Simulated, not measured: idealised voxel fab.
A process module follows: voxel spacer lines.
The cross-section on display is named cut; it measures 245 nm wide, and its cells are 5 nm squares.
Cross-section = grid of square cells, listed top down in bands; band = one or more rows.
The entry gives the band's vertical extent as a top height and a bottom height in nm, then its horizontal make-up as materials from left to right, each with a width in nm. "blank" stands for empty space; a single material marked "throughout" fills the band edge to edge.
Basically, 0 is our baseline, since under it the wafer straight out of the box is all one material. The bottom band has no lower end and keeps on going down, so it looks like "0 -> down".
With a width like "30 to 40", each row of cells in the band differs from the next by the same amount, the top row carrying the first number and the bottom row the second.
Where a step carries "identical to before", the cross-section came out of it unchanged, cell for cell.
Voids not open to the top, 8 cells minimum: see "Sealed-off cavities". Written width x height at distance; distance is from the left edge; nm.
Anything after a step's settings on that line? It's the simulator's own note about the step.
On any step carrying a mask, the "overlay nm" setting, if present on the step's line, tells how far right of its planned place the mask lay; negative values point to the left.

# Here's what the planned process steps look like
- 1: RECEIVE with material Si
- 2: CONFORMAL_DEP with material Al2O3, thk nm 5
- 3: DIRECTIONAL_DEP with material TiN, thk nm 10
- 4: DIRECTIONAL_DEP with material aC, thk nm 25
- 5: PATTERN with tone cover, mask id MANDREL, material resist, width nm 20, pitch nm 60, thk nm 30, overlay nm 0
- 6: DIRECTIONAL_ETCH with etch materials aC, depth nm 25
- 7: STRIP with etch materials resist
- 8: CONFORMAL_DEP with material SiO2, thk nm 10
- 9: DIRECTIONAL_ETCH with etch materials SiO2, depth nm 10
- 10: STRIP with etch materials aC
- 11: DIRECTIONAL_ETCH with etch materials TiN, depth nm 10
- 12: STRIP with etch materials SiO2
- 13: FILL_DEP with material lowk, thk nm 5
- 14: CMP with height nm 5
The plan's step 14 height nm is the first wafer's value; the wafers differ in this setting and start identical.

# Cross-section of the first of several received wafers, showing its state after step 1
- 0 -> down  Si throughout
- Sealed-off cavities: none

# Quick key for the table: a row per wafer, taken at the end of the module. For each material it tells you how many cells the wafer gained (+) or lost (-) since it came in, and the closed voids come after
height nm 5 | +49 Al2O3 | Sealed-off cavities: none
height nm 10 | +49 Al2O3 | +8 TiN | +41 lowk | Sealed-off cavities: none
height nm 15 | +49 Al2O3 | +16 TiN | +82 lowk | Sealed-off cavities: none
height nm 20 | +49 Al2O3 | +16 TiN | +131 lowk | Sealed-off cavities: none
